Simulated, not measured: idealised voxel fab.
The document below concerns the process module designated voxel wiring stack.
In the cross-section labelled cut, the width is 205 nm and each square cell is 5 nm.
Cross-sections here: square-cell grids, written as top-down lists of bands, a band being one or more rows of cells.
Within each band entry, the heights of the top and of the bottom of the band appear first, in that order and in nm; the materials of the band then follow from left to right, each with its corresponding width in nm. The designation "everywhere" on a single material indicates that it fills the band from edge to edge; the designation "empty" indicates empty space.
Below 0: as-received wafer, all one material; heights counted from there. Lowest band: no bottom, goes on down, written "0 down".
Width "30 to 40": first value at the band's top row of cells, second value at its bottom row, equal change from row to row.
It should be understood that the words "everything unchanged", when stated for a given step, signify that the cross-section underwent no change in any of its cells during that step.
Cavities, closed: empty space of 8 cells or more with no open way to the top, each as width x height at its distance from the left edge, in nm
Note: text after step settings on the step line = simulator remark on that step.
For masked steps, "overlay nm" on the step line gives how far right of plan the mask actually lay; a minus sign means it lay to the left.
Process steps foreseen in the plan:
1. RECEIVE | material Si
2. CONFORMAL_DEP | material SiO2 | thk nm 15
3. DIRECTIONAL_DEP | material TiN | thk nm 5
4. DIRECTIONAL_DEP | material W | thk nm 20
5. DIRECTIONAL_DEP | material aC | thk nm 10
6. PATTERN | tone cover | mask id METAL_1 | material resist | width nm 20 | pitch nm 35 | thk nm 30 | overlay nm 0
7. DIRECTIONAL_ETCH | etch materials aC | depth nm 10
8. STRIP | etch materials resist
9. DIRECTIONAL_ETCH | etch materials W | depth nm 20
10. DIRECTIONAL_ETCH | etch materials TiN | depth nm 5
11. STRIP | etch materials aC
12. CONFORMAL_DEP | material SiN | thk nm 5
13. FILL_DEP | material SiO2 | thk nm 5
14. CMP | height nm 40
15. CONFORMAL_DEP | material SiCN | thk nm 5
16. DIRECTIONAL_DEP | material lowk | thk nm 30
17. MASKED_ETCH | tone open | mask id METAL_2_HOLES | width nm 15 | pitch nm 70 | etch materials lowk | depth nm 30 | overlay nm 0
18. PATTERN | tone open | mask id METAL_2 | material resist | width nm 20 | pitch nm 35 | thk nm 20 | overlay nm 0
19. DIRECTIONAL_ETCH | etch materials lowk | depth nm 15
20. DIRECTIONAL_ETCH | etch materials SiCN | depth nm 5
21. STRIP | etch materials resist
22. CONFORMAL_DEP | material TiN | thk nm 5
23. FILL_DEP | material Ru | thk nm 5
24. CMP | height nm 75
25. CONFORMAL_DEP | material SiCN | thk nm 5
26. DIRECTIONAL_DEP | material SiO2 | thk nm 35
27. DIRECTIONAL_DEP | material aC | thk nm 15
28. PATTERN | tone open | mask id METAL_3 | material resist | width nm 20 | pitch nm 35 | thk nm 30 | overlay nm 0
29. DIRECTIONAL_ETCH | etch materials aC | depth nm 15
30. STRIP | etch materials resist
31. DIRECTIONAL_ETCH | etch materials SiO2 | depth nm 20
32. STRIP | etch materials aC
33. MASKED_ETCH | tone open | mask id METAL_3_HOLES | width nm 15 | pitch nm 70 | etch materials SiO2 | depth nm 15 | overlay nm 0
34. MASKED_ETCH | tone open | mask id METAL_3_HOLES | width nm 15 | pitch nm 70 | etch materials SiCN | depth nm 5 | overlay nm 0
35. CONFORMAL_DEP | material TiN | thk nm 5
36. FILL_DEP | material Ru | thk nm 5
37. CMP | height nm 115
38. CONFORMAL_DEP | material SiCN | thk nm 5
39. DIRECTIONAL_DEP | material SiO2 | thk nm 35
40. DIRECTIONAL_DEP | material aC | thk nm 10
41. PATTERN | tone open | mask id METAL_4 | material resist | width nm 20 | pitch nm 35 | thk nm 25 | overlay nm 0
42. DIRECTIONAL_ETCH | etch materials aC | depth nm 10
43. STRIP | etch materials resist
44. DIRECTIONAL_ETCH | etch materials SiO2 | depth nm 20
45. STRIP | etch materials aC
46. PATTERN | tone open | mask id METAL_4_HOLES | material resist | width nm 15 | pitch nm 70 | thk nm 20 | overlay nm 0
47. DIRECTIONAL_ETCH | etch materials SiO2 | depth nm 15
48. DIRECTIONAL_ETCH | etch materials SiCN | depth nm 5
49. STRIP | etch materials resist
50. CONFORMAL_DEP | material TiN | thk nm 5
51. FILL_DEP | material Cu | thk nm 10
52. CMP | height nm 155
53. CONFORMAL_DEP | material SiCN | thk nm 5
Cross-section of the wafer as it came to us, i.e., already through step 1:
	0 down | Si everywhere
	Cavities, closed: none
The first of the two wafers as seen in cross-section once the module was finished; processing followed the plan:
	160 to 155 | SiCN everywhere
	155 to 140 | 40 SiO2, 5 TiN, 10 Cu, 5 TiN, 15 SiO2, 5 TiN, 10 Cu, 5 TiN, 15 SiO2, 5 TiN, 10 Cu, 5 TiN, 15 SiO2, 5 TiN, 10 Cu, 5 TiN, 40 SiO2
	140 to 135 | 40 SiO2, 5 TiN, 5 Cu, 10 TiN, 15 SiO2, 20 TiN, 15 SiO2, 5 TiN, 5 Cu, 10 TiN, 15 SiO2, 20 TiN, 40 SiO2
	135 to 120 | 40 SiO2, 5 TiN, 5 Cu, 5 TiN, 55 SiO2, 5 TiN, 5 Cu, 5 TiN, 80 SiO2
	120 to 115 | 40 SiCN, 15 TiN, 55 SiCN, 15 TiN, 80 SiCN
	115 to 100 | 40 SiO2, 5 TiN, 10 Ru, 5 TiN, 15 SiO2, 5 TiN, 10 Ru, 5 TiN, 15 SiO2, 5 TiN, 10 Ru, 5 TiN, 15 SiO2, 5 TiN, 10 Ru, 5 TiN, 40 SiO2
	100 to 95 | 40 SiO2, 5 TiN, 5 Ru, 10 TiN, 15 SiO2, 20 TiN, 15 SiO2, 5 TiN, 5 Ru, 10 TiN, 15 SiO2, 20 TiN, 40 SiO2
	95 to 80 | 40 SiO2, 5 TiN, 5 Ru, 5 TiN, 55 SiO2, 5 TiN, 5 Ru, 5 TiN, 80 SiO2
	80 to 75 | 40 SiCN, 15 TiN, 55 SiCN, 15 TiN, 80 SiCN
	75 to 65 | 40 lowk, 5 TiN, 10 Ru, 5 TiN, 15 lowk, 5 TiN, 10 Ru, 5 TiN, 15 lowk, 5 TiN, 10 Ru, 5 TiN, 15 lowk, 5 TiN, 10 Ru, 5 TiN, 40 lowk
	65 to 60 | 40 lowk, 5 TiN, 5 Ru, 10 TiN, 15 lowk, 20 TiN, 15 lowk, 5 TiN, 5 Ru, 10 TiN, 15 lowk, 20 TiN, 40 lowk
	60 to 45 | 40 lowk, 5 TiN, 5 Ru, 5 TiN, 55 lowk, 5 TiN, 5 Ru, 5 TiN, 80 lowk
	45 to 40 | 40 SiCN, 15 TiN, 55 SiCN, 15 TiN, 80 SiCN
	40 to 20 | 35 SiO2, 5 SiN, 20 W, 5 SiN, 5 SiO2, 5 SiN, 20 W, 5 SiN, 5 SiO2, 5 SiN, 20 W, 5 SiN, 5 SiO2, 5 SiN, 20 W, 5 SiN, 35 SiO2
	20 to 15 | 40 SiN, 20 TiN, 15 SiN, 20 TiN, 15 SiN, 20 TiN, 15 SiN, 20 TiN, 40 SiN
	15 to 0 | SiO2 everywhere
	0 down | Si everywhere
	Cavities, closed: none
Wafer two, sectioned after the module: the first wafer's start, the first wafer's plan, and one mistake in how it was run:
	160 to 155 | SiCN everywhere
	155 to 140 | 40 SiO2, 5 TiN, 10 Cu, 5 TiN, 15 SiO2, 5 TiN, 10 Cu, 5 TiN, 15 SiO2, 5 TiN, 10 Cu, 5 TiN, 15 SiO2, 5 TiN, 10 Cu, 5 TiN, 40 SiO2
	140 to 135 | 40 SiO2, 5 TiN, 5 Cu, 10 TiN, 15 SiO2, 20 TiN, 15 SiO2, 5 TiN, 5 Cu, 10 TiN, 15 SiO2, 20 TiN, 40 SiO2
	135 to 120 | 40 SiO2, 5 TiN, 5 Cu, 5 TiN, 55 SiO2, 5 TiN, 5 Cu, 5 TiN, 80 SiO2
	120 to 115 | 40 SiCN, 15 TiN, 55 SiCN, 15 TiN, 80 SiCN
	115 to 100 | 40 SiO2, 5 TiN, 10 Ru, 5 TiN, 15 SiO2, 5 TiN, 10 Ru, 5 TiN, 15 SiO2, 5 TiN, 10 Ru, 5 TiN, 15 SiO2, 5 TiN, 10 Ru, 5 TiN, 40 SiO2
	100 to 95 | 40 SiO2, 5 TiN, 5 Ru, 10 TiN, 15 SiO2, 20 TiN, 15 SiO2, 5 TiN, 5 Ru, 10 TiN, 15 SiO2, 20 TiN, 40 SiO2
	95 to 80 | 40 SiO2, 5 TiN, 5 Ru, 5 TiN, 55 SiO2, 5 TiN, 5 Ru, 5 TiN, 80 SiO2
	80 to 75 | 40 SiCN, 15 TiN, 55 SiCN, 15 TiN, 80 SiCN
	75 to 65 | 40 lowk, 5 TiN, 15 Ru, 5 TiN, 15 lowk, 5 TiN, 10 Ru, 5 TiN, 10 lowk, 5 TiN, 15 Ru, 5 TiN, 15 lowk, 5 TiN, 10 Ru, 5 TiN, 35 lowk
	65 to 60 | 40 lowk, 5 TiN, 5 Ru, 15 TiN, 15 lowk, 20 TiN, 10 lowk, 5 TiN, 5 Ru, 15 TiN, 15 lowk, 20 TiN, 35 lowk
	60 to 50 | 40 lowk, 5 TiN, 5 Ru, 5 TiN, 55 lowk, 5 TiN, 5 Ru, 5 TiN, 80 lowk
	50 to 45 | 40 lowk, 15 TiN, 55 lowk, 15 TiN, 80 lowk
	45 to 40 | 45 SiCN, 10 TiN, 60 SiCN, 10 TiN, 80 SiCN
	40 to 20 | 35 SiO2, 5 SiN, 20 W, 5 SiN, 5 SiO2, 5 SiN, 20 W, 5 SiN, 5 SiO2, 5 SiN, 20 W, 5 SiN, 5 SiO2, 5 SiN, 20 W, 5 SiN, 35 SiO2
	20 to 15 | 40 SiN, 20 TiN, 15 SiN, 20 TiN, 15 SiN, 20 TiN, 15 SiN, 20 TiN, 40 SiN
	15 to 0 | SiO2 everywhere
	0 down | Si everywhere
	Cavities, closed: none
Finding, execution versus plan: in deviation from the planned setting, step 18 was conducted as PATTERN | tone open | mask id METAL_2 | material resist | width nm 20 | pitch nm 35 | thk nm 20 | overlay nm 5
End check, counted in cells, second wafer has more or fewer of these materials than the first: 2 more of Ru; 2 more of SiCN; 2 more of TiN; 6 fewer of lowk
